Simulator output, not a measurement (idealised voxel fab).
The process module presented herein is designated voxel released beams.
FYI the section here is cut, 180 nm wide, cells are 5 nm squares.
Throughout this document, each cross-section is represented as a grid of square cells and is presented as a sequence of bands enumerated from the top downward, where a band comprises one or more rows of cells.
Per band: top height and bottom height in nm, followed by the left-to-right materials and their widths in nm; "throughout" marks a single material spanning edge to edge, "air" marks empty space.
All heights in this document are referenced to 0, defined as the level beneath which the wafer, as received, consists entirely of one material. The lowest band is not bounded below; it extends indefinitely downward and is written in the form "z 0 and below".
The width entry "30..40" should be interpreted row by row: the top row of cells in the band takes the first number, the bottom row takes the second number, and the change between adjacent rows is uniform throughout.
Where the words "same as before" appear for a step, the cross-section shows no cell changed by that step; every cell remained as before.
"Catalogued sealed voids" means: voids of 8 cells or more that are shut off from the top with no open way through. Written width x height at distance, distance from the left edge, in nm.
Anything after a step's settings on that line? It's the simulator's own note about the step.
A step's line can hold "overlay nm"; with a mask on that step, the setting says how far right of the planned place the mask lay, while a negative setting says it lay to the left.

-- List of planned process steps
| 1 | RECEIVE [material Si] |
| 2 | CONFORMAL_DEP [material Al2O3] [thk nm 10] |
| 3 | DIRECTIONAL_DEP [material SiO2] [thk nm 10] |
| 4 | PATTERN [tone open] [mask id ANCHOR] [material resist] [width nm 30] [thk nm 15] [overlay nm 0] |
| 5 | DIRECTIONAL_ETCH [etch materials SiO2] [depth nm 10] |
| 6 | STRIP [etch materials resist] |
| 7 | CONFORMAL_DEP [material SiN] [thk nm 10] |
| 8 | PATTERN [tone cover] [mask id BEAM] [material resist] [width nm 100] [thk nm 20] [overlay nm 0] |
| 9 | DIRECTIONAL_ETCH [etch materials SiN] [depth nm 10] |
| 10 | STRIP [etch materials resist] |
| 11 | STRIP [etch materials SiO2] |

-- This is the cross-section of the wafer as we received it, i.e. after step 1
	z 0 and below  Si throughout
	Catalogued sealed voids: none

-- Cross-section, end of module. Start: as above. Plan: as above. Execution: one mistake
	z 30 to 20  35 air / 15 SiN / 15 air / 70 SiN / 45 air
	z 20 to 10  40 air / 35 SiN / 105 air
	z 10 to 0  Al2O3 throughout
	z 0 and below  Si throughout
	Catalogued sealed voids: none
It is concluded that the wafer was processed incorrectly with respect to the plan, in that step 4 went in with a setting other than planned; the actual run was PATTERN [tone open] [mask id ANCHOR] [material resist] [width nm 35] [thk nm 15] [overlay nm 0]
